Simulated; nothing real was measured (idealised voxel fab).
The document below concerns the process module designated voxel wiring stack.
Displayed cross-section: cut, width of 200 nm, square cells sized 5 nm.
Format of a cross-section: grid, square cells. Given as bands. Order: top down. Band: one or more rows of cells.
Heights first: top, then bottom, in nm. Then materials, left to right, each with a width in nm. "all across" on a single material: fills the band edge to edge. "air": empty space.
Basically, 0 is our baseline, since under it the wafer straight out of the box is all one material. The bottom band has no lower end and keeps on going down, so it looks like "z 0 and below".
Note: "30->40" means the width goes from the first number (top row of the band) to the second number (bottom row) in equal steps per row of cells.
For the purposes of this document, the phrase "nothing altered" attached to a step denotes that no cell within the cross-section was modified by that step.
Closed-off voids of 8+ cells (no open route to the top) go in "Closed void listing", written width x height at distance from the left edge, in nm.
On a step's line, text after the settings is the simulator commenting on that step.
If you see "overlay nm" on a step's line and that step has a mask, it's telling you how far right of where it was planned the mask ended up; a negative number means it went left instead.
How should the pairs below be read? Each gives the cross-section before one process step and the cross-section after it, the latter drawn only to the lowest band that changed; the step that lies between them, with its settings, appears under the pair. Does a pair pick up where the pair above left off? Only where its entry headed "Ahead of processing" says so, since pairs can come from different runs of this module on the same starting wafer.
Ahead of processing:
> z 205 to 185 | 30 nm resist, 25 nm air, 30 nm resist, 25 nm air, 30 nm resist, 25 nm air, 35 nm resist
> z 185 to 160 | 30 nm SiO2, 25 nm air, 30 nm SiO2, 25 nm air, 30 nm SiO2, 25 nm air, 35 nm SiO2
> z 160 to 155 | SiN all across
> z 155 to 135 | 30 nm SiO2, 15 nm Ru, 95 nm SiO2, 15 nm Ru, 45 nm SiO2
> z 135 to 130 | 30 nm SiCN, 15 nm Ru, 95 nm SiCN, 15 nm Ru, 45 nm SiCN
> z 130 to 120 | 30 nm lowk, 5 nm TiN, 15 nm Cu, 5 nm TiN, 30 nm lowk, 5 nm TiN, 15 nm Cu, 5 nm TiN, 30 nm lowk, 5 nm TiN, 15 nm Cu, 5 nm TiN, 35 nm lowk
> z 120 to 115 | 30 nm lowk, 5 nm TiN, 5 nm Cu, 15 nm TiN, 30 nm lowk, 25 nm TiN, 30 nm lowk, 5 nm TiN, 5 nm Cu, 15 nm TiN, 35 nm lowk
> z 115 to 100 | 30 nm lowk, 5 nm TiN, 5 nm Cu, 5 nm TiN, 95 nm lowk, 5 nm TiN, 5 nm Cu, 5 nm TiN, 45 nm lowk
> z 100 to 95 | 30 nm SiCN, 15 nm TiN, 95 nm SiCN, 15 nm TiN, 45 nm SiCN
> z 95 to 90 | 25 nm SiCN, 35 nm Ru, 20 nm SiCN, 35 nm Ru, 20 nm SiCN, 35 nm Ru, 30 nm SiCN
> z 90 to 80 | 30 nm lowk, 5 nm TiN, 15 nm Ru, 5 nm TiN, 30 nm lowk, 5 nm TiN, 15 nm Ru, 5 nm TiN, 30 nm lowk, 5 nm TiN, 15 nm Ru, 5 nm TiN, 35 nm lowk
> z 80 to 75 | 15 nm lowk, 15 nm SiN, 25 nm TiN, 5 nm SiN, 25 nm lowk, 5 nm TiN, 15 nm Ru, 5 nm TiN, 15 nm lowk, 15 nm SiN, 25 nm TiN, 5 nm SiN, 30 nm lowk
> z 75 to 70 | 15 nm lowk, 5 nm SiN, 35 nm Ru, 5 nm SiN, 25 nm lowk, 5 nm TiN, 15 nm Ru, 5 nm TiN, 15 nm lowk, 5 nm SiN, 35 nm Ru, 5 nm SiN, 30 nm lowk
> z 70 to 65 | 20 nm SiN, 35 nm Ru, 30 nm SiN, 25 nm TiN, 20 nm SiN, 35 nm Ru, 35 nm SiN
> z 65 to 45 | 30 nm lowk, 15 nm Ru, 95 nm lowk, 15 nm Ru, 45 nm lowk
> z 45 to 40 | 30 nm SiCN, 15 nm Ru, 95 nm SiCN, 15 nm Ru, 45 nm SiCN
> z 40 to 35 | 25 nm SiCN, 35 nm Ru, 20 nm SiCN, 35 nm Ru, 20 nm SiCN, 35 nm Ru, 30 nm SiCN
> z 35 to 20 | 30 nm SiO2, 5 nm TiN, 15 nm Cu, 5 nm TiN, 30 nm SiO2, 5 nm TiN, 15 nm Cu, 5 nm TiN, 30 nm SiO2, 5 nm TiN, 15 nm Cu, 5 nm TiN, 35 nm SiO2
> z 20 to 15 | 30 nm SiN, 25 nm TiN, 30 nm SiN, 25 nm TiN, 30 nm SiN, 25 nm TiN, 35 nm SiN
> z 15 to 0 | SiO2 all across
> z 0 and below | Si all across
> Closed void listing: none
after:
> z 205 to 185 | 30 nm resist, 25 nm air, 30 nm resist, 25 nm air, 30 nm resist, 25 nm air, 35 nm resist
> z 185 to 160 | 30 nm SiO2, 25 nm air, 30 nm SiO2, 25 nm air, 30 nm SiO2, 25 nm air, 35 nm SiO2
> z 160 to 155 | 30 nm SiN, 25 nm air, 30 nm SiN, 25 nm air, 30 nm SiN, 25 nm air, 35 nm SiN
> below 155: unchanged
> Closed void listing: none
The before and after cross-sections above are linked by DIRECTIONAL_ETCH (etch materials SiN; depth nm 5)
Ahead of processing: just use the after drawing of the pair above as your starting point.
after:
> z 185 to 160 | 30 nm SiO2, 25 nm air, 30 nm SiO2, 25 nm air, 30 nm SiO2, 25 nm air, 35 nm SiO2
> below 160: unchanged
> Closed void listing: none
The before and after cross-sections above are linked by STRIP (etch materials resist)
Ahead of processing: just use the after drawing of the pair above as your starting point.
after:
> z 190 to 185 | 35 nm TiN, 15 nm air, 40 nm TiN, 15 nm air, 40 nm TiN, 15 nm air, 40 nm TiN
> z 185 to 160 | 30 nm SiO2, 5 nm TiN, 15 nm air, 5 nm TiN, 30 nm SiO2, 5 nm TiN, 15 nm air, 5 nm TiN, 30 nm SiO2, 5 nm TiN, 15 nm air, 5 nm TiN, 35 nm SiO2
> z 160 to 155 | 30 nm SiN, 25 nm TiN, 30 nm SiN, 25 nm TiN, 30 nm SiN, 25 nm TiN, 35 nm SiN
> below 155: unchanged
> Closed void listing: none
The before and after cross-sections above are linked by CONFORMAL_DEP (material TiN; thk nm 5)
Ahead of processing: just use the after drawing of the pair above as your starting point.
after:
> z 195 to 190 | Cu all across
> z 190 to 185 | 35 nm TiN, 15 nm Cu, 40 nm TiN, 15 nm Cu, 40 nm TiN, 15 nm Cu, 40 nm TiN
> z 185 to 160 | 30 nm SiO2, 5 nm TiN, 15 nm Cu, 5 nm TiN, 30 nm SiO2, 5 nm TiN, 15 nm Cu, 5 nm TiN, 30 nm SiO2, 5 nm TiN, 15 nm Cu, 5 nm TiN, 35 nm SiO2
> below 160: unchanged
> Closed void listing: none
The before and after cross-sections above are linked by FILL_DEP (material Cu; thk nm 5)
Ahead of processing: just use the after drawing of the pair above as your starting point.
after:
> z 185 to 160 | 30 nm SiO2, 5 nm TiN, 15 nm Cu, 5 nm TiN, 30 nm SiO2, 5 nm TiN, 15 nm Cu, 5 nm TiN, 30 nm SiO2, 5 nm TiN, 15 nm Cu, 5 nm TiN, 35 nm SiO2
> below 160: unchanged
> Closed void listing: none
The before and after cross-sections above are linked by CMP (height nm 185)
Ahead of processing: just use the after drawing of the pair above as your starting point.
after:
> z 190 to 185 | SiN all across
> below 185: unchanged
> Closed void listing: none
The before and after cross-sections above are linked by CONFORMAL_DEP (material SiN; thk nm 5)
Ahead of processing:
> z 0 and below | Si all across
> Closed void listing: none
after:
> z 5 to 0 | SiN all across
> below 0: unchanged
> Closed void listing: none
The before and after cross-sections above are linked by CONFORMAL_DEP (material SiN; thk nm 5)
Ahead of processing: just use the after drawing of the pair above as your starting point.
after:
> z 20 to 5 | SiO2 all across
> below 5: unchanged
> Closed void listing: none
The before and after cross-sections above are linked by CONFORMAL_DEP (material SiO2; thk nm 15)
Ahead of processing: just use the after drawing of the pair above as your starting point.
after:
> z 35 to 5 | SiO2 all across
> below 5: unchanged
> Closed void listing: none
The before and after cross-sections above are linked by DIRECTIONAL_DEP (material SiO2; thk nm 15)
Ahead of processing: just use the after drawing of the pair above as your starting point.
after:
> z 50 to 35 | aC all across
> below 35: unchanged
> Closed void listing: none
The before and after cross-sections above are linked by DIRECTIONAL_DEP (material aC; thk nm 15)
Ahead of processing: just use the after drawing of the pair above as your starting point.
after:
> z 80 to 50 | 30 nm resist, 25 nm air, 30 nm resist, 25 nm air, 30 nm resist, 25 nm air, 35 nm resist
> below 50: unchanged
> Closed void listing: none
The before and after cross-sections above are linked by PATTERN (tone open; mask id METAL_1; material resist; width nm 25; pitch nm 55; thk nm 30; overlay nm 0)
Ahead of processing: just use the after drawing of the pair above as your starting point.
after:
> z 65 to 50 | 30 nm resist, 25 nm air, 30 nm resist, 25 nm air, 30 nm resist, 25 nm air, 35 nm resist
> z 50 to 35 | 30 nm aC, 25 nm air, 30 nm aC, 25 nm air, 30 nm aC, 25 nm air, 35 nm aC
> below 35: unchanged
> Closed void listing: none
The before and after cross-sections above are linked by DIRECTIONAL_ETCH (etch materials aC; depth nm 15)
Ahead of processing: just use the after drawing of the pair above as your starting point.
after:
> z 50 to 35 | 30 nm aC, 25 nm air, 30 nm aC, 25 nm air, 30 nm aC, 25 nm air, 35 nm aC
> below 35: unchanged
> Closed void listing: none
The before and after cross-sections above are linked by STRIP (etch materials resist)
Ahead of processing: just use the after drawing of the pair above as your starting point.
after:
> z 50 to 35 | 30 nm aC, 25 nm air, 30 nm aC, 25 nm air, 30 nm aC, 25 nm air, 35 nm aC
> z 35 to 20 | 30 nm SiO2, 25 nm air, 30 nm SiO2, 25 nm air, 30 nm SiO2, 25 nm air, 35 nm SiO2
> below 20: unchanged
> Closed void listing: none
The before and after cross-sections above are linked by DIRECTIONAL_ETCH (etch materials SiO2; depth nm 15)
Ahead of processing: just use the after drawing of the pair above as your starting point.
after:
> z 35 to 20 | 30 nm SiO2, 25 nm air, 30 nm SiO2, 25 nm air, 30 nm SiO2, 25 nm air, 35 nm SiO2
> below 20: unchanged
> Closed void listing: none
The before and after cross-sections above are linked by STRIP (etch materials aC)
Ahead of processing: just use the after drawing of the pair above as your starting point.
after:
> z 40 to 35 | 35 nm TiN, 15 nm air, 40 nm TiN, 15 nm air, 40 nm TiN, 15 nm air, 40 nm TiN
> z 35 to 25 | 30 nm SiO2, 5 nm TiN, 15 nm air, 5 nm TiN, 30 nm SiO2, 5 nm TiN, 15 nm air, 5 nm TiN, 30 nm SiO2, 5 nm TiN, 15 nm air, 5 nm TiN, 35 nm SiO2
> z 25 to 20 | 30 nm SiO2, 25 nm TiN, 30 nm SiO2, 25 nm TiN, 30 nm SiO2, 25 nm TiN, 35 nm SiO2
> below 20: unchanged
> Closed void listing: none
The before and after cross-sections above are linked by CONFORMAL_DEP (material TiN; thk nm 5)
Ahead of processing: just use the after drawing of the pair above as your starting point.
after:
> z 45 to 40 | Cu all across
> z 40 to 35 | 35 nm TiN, 15 nm Cu, 40 nm TiN, 15 nm Cu, 40 nm TiN, 15 nm Cu, 40 nm TiN
> z 35 to 25 | 30 nm SiO2, 5 nm TiN, 15 nm Cu, 5 nm TiN, 30 nm SiO2, 5 nm TiN, 15 nm Cu, 5 nm TiN, 30 nm SiO2, 5 nm TiN, 15 nm Cu, 5 nm TiN, 35 nm SiO2
> below 25: unchanged
> Closed void listing: none
The before and after cross-sections above are linked by FILL_DEP (material Cu; thk nm 5)
Ahead of processing: just use the after drawing of the pair above as your starting point.
after:
> z 35 to 25 | 30 nm SiO2, 5 nm TiN, 15 nm Cu, 5 nm TiN, 30 nm SiO2, 5 nm TiN, 15 nm Cu, 5 nm TiN, 30 nm SiO2, 5 nm TiN, 15 nm Cu, 5 nm TiN, 35 nm SiO2
> below 25: unchanged
> Closed void listing: none
The before and after cross-sections above are linked by CMP (height nm 35)
Ahead of processing: just use the after drawing of the pair above as your starting point.
after:
> z 40 to 35 | 25 nm air, 35 nm Ru, 20 nm air, 35 nm Ru, 20 nm air, 35 nm Ru, 30 nm air
> below 35: unchanged
> Closed void listing: none
The before and after cross-sections above are linked by EPI (material Ru; thk nm 5)
Ahead of processing: just use the after drawing of the pair above as your starting point.
after:
> z 45 to 40 | SiCN all across
> z 40 to 35 | 25 nm SiCN, 35 nm Ru, 20 nm SiCN, 35 nm Ru, 20 nm SiCN, 35 nm Ru, 30 nm SiCN
> below 35: unchanged
> Closed void listing: none
The before and after cross-sections above are linked by FILL_DEP (material SiCN; thk nm 5)
Ahead of processing: just use the after drawing of the pair above as your starting point.
after:
> z 65 to 45 | lowk all across
> below 45: unchanged
> Closed void listing: none
The before and after cross-sections above are linked by DIRECTIONAL_DEP (material lowk; thk nm 20)
Ahead of processing: just use the after drawing of the pair above as your starting point.
after:
> z 80 to 65 | aC all across
> below 65: unchanged
> Closed void listing: none
The before and after cross-sections above are linked by DIRECTIONAL_DEP (material aC; thk nm 15)
Ahead of processing: just use the after drawing of the pair above as your starting point.
after:
> z 110 to 80 | 30 nm resist, 15 nm air, 95 nm resist, 15 nm air, 45 nm resist
> below 80: unchanged
> Closed void listing: none
The before and after cross-sections above are linked by PATTERN (tone open; mask id PLUG_1; material resist; width nm 15; pitch nm 110; thk nm 30; overlay nm 0)
Ahead of processing: just use the after drawing of the pair above as your starting point.
after:
> z 95 to 80 | 30 nm resist, 15 nm air, 95 nm resist, 15 nm air, 45 nm resist
> z 80 to 65 | 30 nm aC, 15 nm air, 95 nm aC, 15 nm air, 45 nm aC
> below 65: unchanged
> Closed void listing: none
The before and after cross-sections above are linked by DIRECTIONAL_ETCH (etch materials aC; depth nm 15)
Ahead of processing: just use the after drawing of the pair above as your starting point.
after:
> z 80 to 65 | 30 nm aC, 15 nm air, 95 nm aC, 15 nm air, 45 nm aC
> below 65: unchanged
> Closed void listing: none
The before and after cross-sections above are linked by STRIP (etch materials resist)
Ahead of processing: just use the after drawing of the pair above as your starting point.
after:
> z 80 to 65 | 30 nm aC, 15 nm air, 95 nm aC, 15 nm air, 45 nm aC
> z 65 to 45 | 30 nm lowk, 15 nm air, 95 nm lowk, 15 nm air, 45 nm lowk
> below 45: unchanged
> Closed void listing: none
The before and after cross-sections above are linked by DIRECTIONAL_ETCH (etch materials lowk; depth nm 20)
Ahead of processing: just use the after drawing of the pair above as your starting point.
after:
> z 80 to 65 | 30 nm aC, 15 nm air, 95 nm aC, 15 nm air, 45 nm aC
> z 65 to 45 | 30 nm lowk, 15 nm air, 95 nm lowk, 15 nm air, 45 nm lowk
> z 45 to 40 | 30 nm SiCN, 15 nm air, 95 nm SiCN, 15 nm air, 45 nm SiCN
> below 40: unchanged
> Closed void listing: none
The before and after cross-sections above are linked by DIRECTIONAL_ETCH (etch materials SiCN; depth nm 5)
Ahead of processing: just use the after drawing of the pair above as your starting point.
after:
> z 65 to 45 | 30 nm lowk, 15 nm air, 95 nm lowk, 15 nm air, 45 nm lowk
> below 45: unchanged
> Closed void listing: none
The before and after cross-sections above are linked by STRIP (etch materials aC)
Ahead of processing: just use the after drawing of the pair above as your starting point.
after:
> z 65 to 50 | 30 nm lowk, 15 nm air, 95 nm lowk, 15 nm air, 45 nm lowk
> z 50 to 45 | 30 nm lowk, 15 nm Ru, 95 nm lowk, 15 nm Ru, 45 nm lowk
> z 45 to 40 | 30 nm SiCN, 15 nm Ru, 95 nm SiCN, 15 nm Ru, 45 nm SiCN
> below 40: unchanged
> Closed void listing: none
The before and after cross-sections above are linked by EPI (material Ru; thk nm 10)
Ahead of processing: just use the after drawing of the pair above as your starting point.
after:
> z 65 to 60 | 30 nm lowk, 15 nm air, 95 nm lowk, 15 nm air, 45 nm lowk
> z 60 to 45 | 30 nm lowk, 15 nm Ru, 95 nm lowk, 15 nm Ru, 45 nm lowk
> below 45: unchanged
> Closed void listing: none
The before and after cross-sections above are linked by EPI (material Ru; thk nm 10)
Ahead of processing: just use the after drawing of the pair above as your starting point.
after:
> z 65 to 45 | 30 nm lowk, 15 nm Ru, 95 nm lowk, 15 nm Ru, 45 nm lowk
> below 45: unchanged
> Closed void listing: none
The before and after cross-sections above are linked by EPI (material Ru; thk nm 5)
Ahead of processing: just use the after drawing of the pair above as your starting point.
after:
> z 70 to 65 | SiN all across
> below 65: unchanged
> Closed void listing: none
The before and after cross-sections above are linked by CONFORMAL_DEP (material SiN; thk nm 5)
Ahead of processing: just use the after drawing of the pair above as your starting point.
after:
> z 90 to 70 | lowk all across
> below 70: unchanged
> Closed void listing: none
The before and after cross-sections above are linked by DIRECTIONAL_DEP (material lowk; thk nm 20)
Ahead of processing: just use the after drawing of the pair above as your starting point.
after:
> z 90 to 70 | 30 nm lowk, 25 nm air, 30 nm lowk, 25 nm air, 30 nm lowk, 25 nm air, 35 nm lowk
> below 70: unchanged
> Closed void listing: none
The before and after cross-sections above are linked by MASKED_ETCH (tone open; mask id METAL_2; width nm 25; pitch nm 55; etch materials lowk; depth nm 20; overlay nm 0)
Ahead of processing: just use the after drawing of the pair above as your starting point.
after:
> z 90 to 70 | 30 nm lowk, 25 nm air, 30 nm lowk, 25 nm air, 30 nm lowk, 25 nm air, 35 nm lowk
> z 70 to 65 | 30 nm SiN, 25 nm air, 30 nm SiN, 25 nm air, 30 nm SiN, 25 nm air, 35 nm SiN
> below 65: unchanged
> Closed void listing: none
The before and after cross-sections above are linked by MASKED_ETCH (tone open; mask id METAL_2; width nm 25; pitch nm 55; etch materials SiN; depth nm 5; overlay nm 0)
Ahead of processing: just use the after drawing of the pair above as your starting point.
after:
> z 95 to 90 | 35 nm TiN, 15 nm air, 40 nm TiN, 15 nm air, 40 nm TiN, 15 nm air, 40 nm TiN
> z 90 to 70 | 30 nm lowk, 5 nm TiN, 15 nm air, 5 nm TiN, 30 nm lowk, 5 nm TiN, 15 nm air, 5 nm TiN, 30 nm lowk, 5 nm TiN, 15 nm air, 5 nm TiN, 35 nm lowk
> z 70 to 65 | 30 nm SiN, 25 nm TiN, 30 nm SiN, 25 nm TiN, 30 nm SiN, 25 nm TiN, 35 nm SiN
> below 65: unchanged
> Closed void listing: none
The before and after cross-sections above are linked by CONFORMAL_DEP (material TiN; thk nm 5)
Ahead of processing: just use the after drawing of the pair above as your starting point.
after:
> z 100 to 95 | Ru all across
> z 95 to 90 | 35 nm TiN, 15 nm Ru, 40 nm TiN, 15 nm Ru, 40 nm TiN, 15 nm Ru, 40 nm TiN
> z 90 to 70 | 30 nm lowk, 5 nm TiN, 15 nm Ru, 5 nm TiN, 30 nm lowk, 5 nm TiN, 15 nm Ru, 5 nm TiN, 30 nm lowk, 5 nm TiN, 15 nm Ru, 5 nm TiN, 35 nm lowk
> below 70: unchanged
> Closed void listing: none
The before and after cross-sections above are linked by FILL_DEP (material Ru; thk nm 5)
Ahead of processing: just use the after drawing of the pair above as your starting point.
after:
> z 90 to 70 | 30 nm lowk, 5 nm TiN, 15 nm Ru, 5 nm TiN, 30 nm lowk, 5 nm TiN, 15 nm Ru, 5 nm TiN, 30 nm lowk, 5 nm TiN, 15 nm Ru, 5 nm TiN, 35 nm lowk
> below 70: unchanged
> Closed void listing: none
The before and after cross-sections above are linked by CMP (height nm 90)
Ahead of processing: just use the after drawing of the pair above as your starting point.
after:
> z 95 to 90 | 25 nm air, 35 nm Ru, 20 nm air, 35 nm Ru, 20 nm air, 35 nm Ru, 30 nm air
> below 90: unchanged
> Closed void listing: none
The before and after cross-sections above are linked by EPI (material Ru; thk nm 5)
Ahead of processing: just use the after drawing of the pair above as your starting point.
after:
> z 100 to 95 | SiCN all across
> z 95 to 90 | 25 nm SiCN, 35 nm Ru, 20 nm SiCN, 35 nm Ru, 20 nm SiCN, 35 nm Ru, 30 nm SiCN
> below 90: unchanged
> Closed void listing: none
The before and after cross-sections above are linked by FILL_DEP (material SiCN; thk nm 5)
Ahead of processing: just use the after drawing of the pair above as your starting point.
after:
> z 130 to 100 | lowk all across
> below 100: unchanged
> Closed void listing: none
The before and after cross-sections above are linked by DIRECTIONAL_DEP (material lowk; thk nm 30)
Ahead of processing: just use the after drawing of the pair above as your starting point.
after:
> z 145 to 130 | 30 nm resist, 15 nm air, 95 nm resist, 15 nm air, 45 nm resist
> below 130: unchanged
> Closed void listing: none
The before and after cross-sections above are linked by PATTERN (tone open; mask id METAL_3_HOLES; material resist; width nm 15; pitch nm 110; thk nm 15; overlay nm 0)
Ahead of processing: just use the after drawing of the pair above as your starting point.
after:
> z 145 to 130 | 30 nm resist, 15 nm air, 95 nm resist, 15 nm air, 45 nm resist
> z 130 to 100 | 30 nm lowk, 15 nm air, 95 nm lowk, 15 nm air, 45 nm lowk
> below 100: unchanged
> Closed void listing: none
The before and after cross-sections above are linked by DIRECTIONAL_ETCH (etch materials lowk; depth nm 30)
Ahead of processing: just use the after drawing of the pair above as your starting point.
after:
> z 130 to 100 | 30 nm lowk, 15 nm air, 95 nm lowk, 15 nm air, 45 nm lowk
> below 100: unchanged
> Closed void listing: none
The before and after cross-sections above are linked by STRIP (etch materials resist)
Ahead of processing: just use the after drawing of the pair above as your starting point.
after:
> z 130 to 115 | 30 nm lowk, 25 nm air, 30 nm lowk, 25 nm air, 30 nm lowk, 25 nm air, 35 nm lowk
> below 115: unchanged
> Closed void listing: none
The before and after cross-sections above are linked by MASKED_ETCH (tone open; mask id METAL_3; width nm 25; pitch nm 55; etch materials lowk; depth nm 15; overlay nm 0)
Ahead of processing: just use the after drawing of the pair above as your starting point.
after:
> z 130 to 115 | 30 nm lowk, 25 nm air, 30 nm lowk, 25 nm air, 30 nm lowk, 25 nm air, 35 nm lowk
> z 115 to 100 | 30 nm lowk, 15 nm air, 95 nm lowk, 15 nm air, 45 nm lowk
> z 100 to 95 | 30 nm SiCN, 15 nm air, 95 nm SiCN, 15 nm air, 45 nm SiCN
> below 95: unchanged
> Closed void listing: none
The before and after cross-sections above are linked by MASKED_ETCH (tone open; mask id METAL_3; width nm 25; pitch nm 55; etch materials SiCN; depth nm 5; overlay nm 0)
Ahead of processing: just use the after drawing of the pair above as your starting point.
after:
> z 135 to 130 | 35 nm TiN, 15 nm air, 40 nm TiN, 15 nm air, 40 nm TiN, 15 nm air, 40 nm TiN
> z 130 to 120 | 30 nm lowk, 5 nm TiN, 15 nm air, 5 nm TiN, 30 nm lowk, 5 nm TiN, 15 nm air, 5 nm TiN, 30 nm lowk, 5 nm TiN, 15 nm air, 5 nm TiN, 35 nm lowk
> z 120 to 115 | 30 nm lowk, 5 nm TiN, 5 nm air, 15 nm TiN, 30 nm lowk, 25 nm TiN, 30 nm lowk, 5 nm TiN, 5 nm air, 15 nm TiN, 35 nm lowk
> z 115 to 100 | 30 nm lowk, 5 nm TiN, 5 nm air, 5 nm TiN, 95 nm lowk, 5 nm TiN, 5 nm air, 5 nm TiN, 45 nm lowk
> z 100 to 95 | 30 nm SiCN, 15 nm TiN, 95 nm SiCN, 15 nm TiN, 45 nm SiCN
> below 95: unchanged
> Closed void listing: none
The before and after cross-sections above are linked by CONFORMAL_DEP (material TiN; thk nm 5)
Ahead of processing: just use the after drawing of the pair above as your starting point.
after:
> z 145 to 135 | Cu all across
> z 135 to 130 | 35 nm TiN, 15 nm Cu, 40 nm TiN, 15 nm Cu, 40 nm TiN, 15 nm Cu, 40 nm TiN
> z 130 to 120 | 30 nm lowk, 5 nm TiN, 15 nm Cu, 5 nm TiN, 30 nm lowk, 5 nm TiN, 15 nm Cu, 5 nm TiN, 30 nm lowk, 5 nm TiN, 15 nm Cu, 5 nm TiN, 35 nm lowk
> z 120 to 115 | 30 nm lowk, 5 nm TiN, 5 nm Cu, 15 nm TiN, 30 nm lowk, 25 nm TiN, 30 nm lowk, 5 nm TiN, 5 nm Cu, 15 nm TiN, 35 nm lowk
> z 115 to 100 | 30 nm lowk, 5 nm TiN, 5 nm Cu, 5 nm TiN, 95 nm lowk, 5 nm TiN, 5 nm Cu, 5 nm TiN, 45 nm lowk
> below 100: unchanged
> Closed void listing: none
The before and after cross-sections above are linked by FILL_DEP (material Cu; thk nm 10)
Ahead of processing: just use the after drawing of the pair above as your starting point.
after:
> z 130 to 120 | 30 nm lowk, 5 nm TiN, 15 nm Cu, 5 nm TiN, 30 nm lowk, 5 nm TiN, 15 nm Cu, 5 nm TiN, 30 nm lowk, 5 nm TiN, 15 nm Cu, 5 nm TiN, 35 nm lowk
> below 120: unchanged
> Closed void listing: none
The before and after cross-sections above are linked by CMP (height nm 130)
Ahead of processing: just use the after drawing of the pair above as your starting point.
after:
> z 135 to 130 | SiCN all across
> below 130: unchanged
> Closed void listing: none
The before and after cross-sections above are linked by CONFORMAL_DEP (material SiCN; thk nm 5)
Ahead of processing: just use the after drawing of the pair above as your starting point.
after:
> z 155 to 135 | SiO2 all across
> below 135: unchanged
> Closed void listing: none
The before and after cross-sections above are linked by DIRECTIONAL_DEP (material SiO2; thk nm 20)
Ahead of processing: just use the after drawing of the pair above as your starting point.
after:
> z 155 to 135 | 30 nm SiO2, 15 nm air, 95 nm SiO2, 15 nm air, 45 nm SiO2
> below 135: unchanged
> Closed void listing: none
The before and after cross-sections above are linked by MASKED_ETCH (tone open; mask id PLUG_3; width nm 15; pitch nm 110; etch materials SiO2; depth nm 20; overlay nm 0)
Ahead of processing: just use the after drawing of the pair above as your starting point.
after:
> z 155 to 135 | 30 nm SiO2, 15 nm air, 95 nm SiO2, 15 nm air, 45 nm SiO2
> z 135 to 130 | 30 nm SiCN, 15 nm air, 95 nm SiCN, 15 nm air, 45 nm SiCN
> below 130: unchanged
> Closed void listing: none
The before and after cross-sections above are linked by MASKED_ETCH (tone open; mask id PLUG_3; width nm 15; pitch nm 110; etch materials SiCN; depth nm 5; overlay nm 0)
Ahead of processing: just use the after drawing of the pair above as your starting point.
after:
> z 155 to 140 | 30 nm SiO2, 15 nm air, 95 nm SiO2, 15 nm air, 45 nm SiO2
> z 140 to 135 | 30 nm SiO2, 15 nm Ru, 95 nm SiO2, 15 nm Ru, 45 nm SiO2
> z 135 to 130 | 30 nm SiCN, 15 nm Ru, 95 nm SiCN, 15 nm Ru, 45 nm SiCN
> below 130: unchanged
> Closed void listing: none
The before and after cross-sections above are linked by EPI (material Ru; thk nm 10)
Ahead of processing: just use the after drawing of the pair above as your starting point.
after:
> z 155 to 150 | 30 nm SiO2, 15 nm air, 95 nm SiO2, 15 nm air, 45 nm SiO2
> z 150 to 135 | 30 nm SiO2, 15 nm Ru, 95 nm SiO2, 15 nm Ru, 45 nm SiO2
> below 135: unchanged
> Closed void listing: none
The before and after cross-sections above are linked by EPI (material Ru; thk nm 10)
Ahead of processing: just use the after drawing of the pair above as your starting point.
after:
> z 155 to 135 | 30 nm SiO2, 15 nm Ru, 95 nm SiO2, 15 nm Ru, 45 nm SiO2
> below 135: unchanged
> Closed void listing: none
The before and after cross-sections above are linked by EPI (material Ru; thk nm 5)
Ahead of processing: just use the after drawing of the pair above as your starting point.
after:
> z 160 to 155 | SiN all across
> below 155: unchanged
> Closed void listing: none
The before and after cross-sections above are linked by CONFORMAL_DEP (material SiN; thk nm 5)
Ahead of processing: just use the after drawing of the pair above as your starting point.
after:
> z 185 to 160 | SiO2 all across
> below 160: unchanged
> Closed void listing: none
The before and after cross-sections above are linked by DIRECTIONAL_DEP (material SiO2; thk nm 25)
Ahead of processing: just use the after drawing of the pair above as your starting point.
after:
> z 205 to 185 | 30 nm resist, 25 nm air, 30 nm resist, 25 nm air, 30 nm resist, 25 nm air, 35 nm resist
> below 185: unchanged
> Closed void listing: none
The before and after cross-sections above are linked by PATTERN (tone open; mask id METAL_4; material resist; width nm 25; pitch nm 55; thk nm 20; overlay nm 0)
Ahead of processing: just use the after drawing of the pair above as your starting point.
after:
> z 205 to 185 | 30 nm resist, 25 nm air, 30 nm resist, 25 nm air, 30 nm resist, 25 nm air, 35 nm resist
> z 185 to 160 | 30 nm SiO2, 25 nm air, 30 nm SiO2, 25 nm air, 30 nm SiO2, 25 nm air, 35 nm SiO2
> below 160: unchanged
> Closed void listing: none
The before and after cross-sections above are linked by DIRECTIONAL_ETCH (etch materials SiO2; depth nm 25)
Ahead of processing: just use the after drawing of the pair above as your starting point.
after:
> z 205 to 185 | 30 nm resist, 25 nm air, 30 nm resist, 25 nm air, 30 nm resist, 25 nm air, 35 nm resist
> z 185 to 160 | 30 nm SiO2, 25 nm air, 30 nm SiO2, 25 nm air, 30 nm SiO2, 25 nm air, 35 nm SiO2
> z 160 to 155 | 30 nm SiN, 25 nm air, 30 nm SiN, 25 nm air, 30 nm SiN, 25 nm air, 35 nm SiN
> below 155: unchanged
> Closed void listing: none
The before and after cross-sections above are linked by DIRECTIONAL_ETCH (etch materials SiN; depth nm 5)
Ahead of processing: just use the after drawing of the pair above as your starting point.
after:
> z 185 to 160 | 30 nm SiO2, 25 nm air, 30 nm SiO2, 25 nm air, 30 nm SiO2, 25 nm air, 35 nm SiO2
> below 160: unchanged
> Closed void listing: none
The before and after cross-sections above are linked by STRIP (etch materials resist)
Ahead of processing: just use the after drawing of the pair above as your starting point.
after:
> z 190 to 185 | 35 nm TiN, 15 nm air, 40 nm TiN, 15 nm air, 40 nm TiN, 15 nm air, 40 nm TiN
> z 185 to 160 | 30 nm SiO2, 5 nm TiN, 15 nm air, 5 nm TiN, 30 nm SiO2, 5 nm TiN, 15 nm air, 5 nm TiN, 30 nm SiO2, 5 nm TiN, 15 nm air, 5 nm TiN, 35 nm SiO2
> z 160 to 155 | 30 nm SiN, 25 nm TiN, 30 nm SiN, 25 nm TiN, 30 nm SiN, 25 nm TiN, 35 nm SiN
> below 155: unchanged
> Closed void listing: none
The before and after cross-sections above are linked by CONFORMAL_DEP (material TiN; thk nm 5)
Ahead of processing: just use the after drawing of the pair above as your starting point.
after:
> z 195 to 190 | Cu all across
> z 190 to 185 | 35 nm TiN, 15 nm Cu, 40 nm TiN, 15 nm Cu, 40 nm TiN, 15 nm Cu, 40 nm TiN
> z 185 to 160 | 30 nm SiO2, 5 nm TiN, 15 nm Cu, 5 nm TiN, 30 nm SiO2, 5 nm TiN, 15 nm Cu, 5 nm TiN, 30 nm SiO2, 5 nm TiN, 15 nm Cu, 5 nm TiN, 35 nm SiO2
> below 160: unchanged
> Closed void listing: none
The before and after cross-sections above are linked by FILL_DEP (material Cu; thk nm 5)
Ahead of processing: just use the after drawing of the pair above as your starting point.
after:
> z 185 to 160 | 30 nm SiO2, 5 nm TiN, 15 nm Cu, 5 nm TiN, 30 nm SiO2, 5 nm TiN, 15 nm Cu, 5 nm TiN, 30 nm SiO2, 5 nm TiN, 15 nm Cu, 5 nm TiN, 35 nm SiO2
> below 160: unchanged
> Closed void listing: none
The before and after cross-sections above are linked by CMP (height nm 185)
